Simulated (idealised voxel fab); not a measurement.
Process module in this document: voxel gate over fins
Square cells of 5 nm make up the cross-section cut, whose width is 280 nm.
Each cross-section below is a grid of square cells, stated as bands in top-down order, with one or more rows of cells making up each band. In this notation a band is specified by the heights of its top and bottom, in that order and in nm, after which its materials appear from left to right, each paired with its width in nm. The word "edge to edge" attached to a single material means that material fills the band from edge to edge; the word "empty" stands for empty space. Zero point of the height axis is 0; under it, received wafer = one material. Lowest band: continues down indefinitely, "top 0, no bottom". The two numbers in a width such as "30 to 40" mark its ends across the band: the first belongs to the top row of cells, the second to the bottom row, and from each row to the next the width moves by the same amount. Given "no modifications" for a step, no cell of the cross-section differs between before and after that step. Under "Closed cavities" you'll find the enclosed gaps, the ones with no way out to the top, that are 8 cells or bigger; each reads width x height at distance, with distance counted from the left edge, everything in nm. Post-settings text on a step line: simulator's own remark regarding the step. On any step carrying a mask, the "overlay nm" setting, if present on the step's line, tells how far right of its planned place the mask lay; negative values point to the left.

Planned step list for the process
1) RECEIVE | material Si
2) CONFORMAL_DEP | material SiN | thk nm 10
3) MASKED_ETCH | tone cover | mask id FINS | width nm 15 | pitch nm 55 | etch materials SiN | depth nm 10 | overlay nm 0
4) MASKED_ETCH | tone cover | mask id FINS | width nm 15 | pitch nm 55 | etch materials Si | depth nm 40 | overlay nm 0
5) FILL_DEP | material SiO2 | thk nm 15
6) CMP | height nm 10
7) DIRECTIONAL_DEP | material aC | thk nm 10
8) PATTERN | tone open | mask id RAIL | material resist | width nm 15 | thk nm 25 | overlay nm 0
9) DIRECTIONAL_ETCH | etch materials aC | depth nm 10
10) STRIP | etch materials resist
11) DIRECTIONAL_ETCH | etch materials SiO2 | depth nm 45
12) STRIP | etch materials aC
13) CONFORMAL_DEP | material TiN | thk nm 5
14) FILL_DEP | material Ru | thk nm 5
15) CMP | height nm 10
16) SELECTIVE_ETCH | etch materials W Ru TiN | depth nm 30
17) FILL_DEP | material SiO2 | thk nm 5
18) CMP | height nm 10
19) SELECTIVE_ETCH | etch materials SiO2 | depth nm 25
20) STRIP | etch materials SiN
21) CONFORMAL_DEP | material HfO2 | thk nm 5
22) CONFORMAL_DEP | material TiN | thk nm 5
23) CONFORMAL_DEP | material TiAl | thk nm 5
24) CONFORMAL_DEP | material TiN | thk nm 5
25) FILL_DEP | material W | thk nm 15
26) CMP | height nm 30
27) CONFORMAL_DEP | material SiN | thk nm 10

Cross-section of the wafer at receipt, which is the condition after step 1
- top 0, no bottom: Si edge to edge
- Closed cavities: none

Cross-section, first of two wafers, end of module, run as planned
- top 40, bottom 30: SiN edge to edge
- top 30, bottom 20: W edge to edge
- top 20, bottom 15: 30 W  220 TiN  30 W
- top 15, bottom 10: 30 W  5 TiN  45 TiAl  10 TiN  45 TiAl  10 TiN  45 TiAl  10 TiN  45 TiAl  5 TiN  30 W
- top 10, bottom 5: 30 W  5 TiN  5 TiAl  35 TiN  5 TiAl  10 TiN  5 TiAl  35 TiN  5 TiAl  10 TiN  5 TiAl  35 TiN  5 TiAl  10 TiN  5 TiAl  35 TiN  5 TiAl  5 TiN  30 W
- top 5, bottom 0: 35 TiN  5 TiAl  5 TiN  25 HfO2  5 TiN  5 TiAl  10 TiN  5 TiAl  5 TiN  25 HfO2  5 TiN  5 TiAl  10 TiN  5 TiAl  5 TiN  25 HfO2  5 TiN  5 TiAl  10 TiN  5 TiAl  5 TiN  25 HfO2  5 TiN  5 TiAl  35 TiN
- top 0, bottom -5: 40 TiAl  5 TiN  5 HfO2  15 Si  5 HfO2  5 TiN  20 TiAl  5 TiN  5 HfO2  15 Si  5 HfO2  5 TiN  20 TiAl  5 TiN  5 HfO2  15 Si  5 HfO2  5 TiN  20 TiAl  5 TiN  5 HfO2  15 Si  5 HfO2  5 TiN  40 TiAl
- top -5, bottom -10: 45 TiN  5 HfO2  15 Si  5 HfO2  30 TiN  5 HfO2  15 Si  5 HfO2  30 TiN  5 HfO2  15 Si  5 HfO2  30 TiN  5 HfO2  15 Si  5 HfO2  45 TiN
- top -10, bottom -15: 50 HfO2  15 Si  40 HfO2  15 Si  40 HfO2  15 Si  40 HfO2  15 Si  50 HfO2
- top -15, bottom -20: 50 SiO2  15 Si  40 SiO2  15 Si  40 SiO2  15 Si  40 SiO2  15 Si  50 SiO2
- top -20, bottom -30: 50 SiO2  15 Si  10 SiO2  5 TiN  5 Ru  5 TiN  15 SiO2  15 Si  40 SiO2  15 Si  40 SiO2  15 Si  50 SiO2
- top -30, bottom -35: 50 SiO2  15 Si  10 SiO2  15 TiN  15 SiO2  15 Si  40 SiO2  15 Si  40 SiO2  15 Si  50 SiO2
- top -35, bottom -40: 50 SiO2  15 Si  40 SiO2  15 Si  40 SiO2  15 Si  40 SiO2  15 Si  50 SiO2
- top -40, no bottom: Si edge to edge
- Closed cavities: none

End of module, second wafer, cross-section. Started like the first, planned like the first, run with one mistake
- top 40, bottom 30: SiN edge to edge
- top 30, bottom 20: W edge to edge
- top 20, bottom 15: 30 W  220 TiN  30 W
- top 15, bottom 10: 30 W  5 TiN  45 TiAl  10 TiN  45 TiAl  10 TiN  45 TiAl  10 TiN  45 TiAl  5 TiN  30 W
- top 10, bottom 5: 30 W  5 TiN  5 TiAl  35 TiN  5 TiAl  10 TiN  5 TiAl  35 TiN  5 TiAl  10 TiN  5 TiAl  35 TiN  5 TiAl  10 TiN  5 TiAl  35 TiN  5 TiAl  5 TiN  30 W
- top 5, bottom 0: 35 TiN  5 TiAl  5 TiN  25 HfO2  5 TiN  5 TiAl  10 TiN  5 TiAl  5 TiN  25 HfO2  5 TiN  5 TiAl  10 TiN  5 TiAl  5 TiN  25 HfO2  5 TiN  5 TiAl  10 TiN  5 TiAl  5 TiN  25 HfO2  5 TiN  5 TiAl  35 TiN
- top 0, bottom -5: 40 TiAl  5 TiN  5 HfO2  15 Si  5 HfO2  5 TiN  20 TiAl  5 TiN  5 HfO2  15 Si  5 HfO2  5 TiN  20 TiAl  5 TiN  5 HfO2  15 Si  5 HfO2  5 TiN  20 TiAl  5 TiN  5 HfO2  15 Si  5 HfO2  5 TiN  40 TiAl
- top -5, bottom -10: 45 TiN  5 HfO2  15 Si  5 HfO2  30 TiN  5 HfO2  15 Si  5 HfO2  30 TiN  5 HfO2  15 Si  5 HfO2  30 TiN  5 HfO2  15 Si  5 HfO2  45 TiN
- top -10, bottom -15: 50 HfO2  15 Si  40 HfO2  15 Si  40 HfO2  15 Si  40 HfO2  15 Si  50 HfO2
- top -15, bottom -20: 50 SiO2  15 Si  40 SiO2  15 Si  40 SiO2  15 Si  40 SiO2  15 Si  50 SiO2
- top -20, bottom -30: 50 SiO2  15 Si  20 SiO2  5 TiN  5 Ru  5 TiN  5 SiO2  15 Si  40 SiO2  15 Si  40 SiO2  15 Si  50 SiO2
- top -30, bottom -35: 50 SiO2  15 Si  20 SiO2  15 TiN  5 SiO2  15 Si  40 SiO2  15 Si  40 SiO2  15 Si  50 SiO2
- top -35, bottom -40: 50 SiO2  15 Si  40 SiO2  15 Si  40 SiO2  15 Si  40 SiO2  15 Si  50 SiO2
- top -40, no bottom: Si edge to edge
- Closed cavities: none
Here's what went sideways: step 8 off recipe, ran as PATTERN | tone open | mask id RAIL | material resist | width nm 15 | thk nm 25 | overlay nm 10
At the end, the second wafer has the same number of cells of each material as the first, but those cells sit in other places.
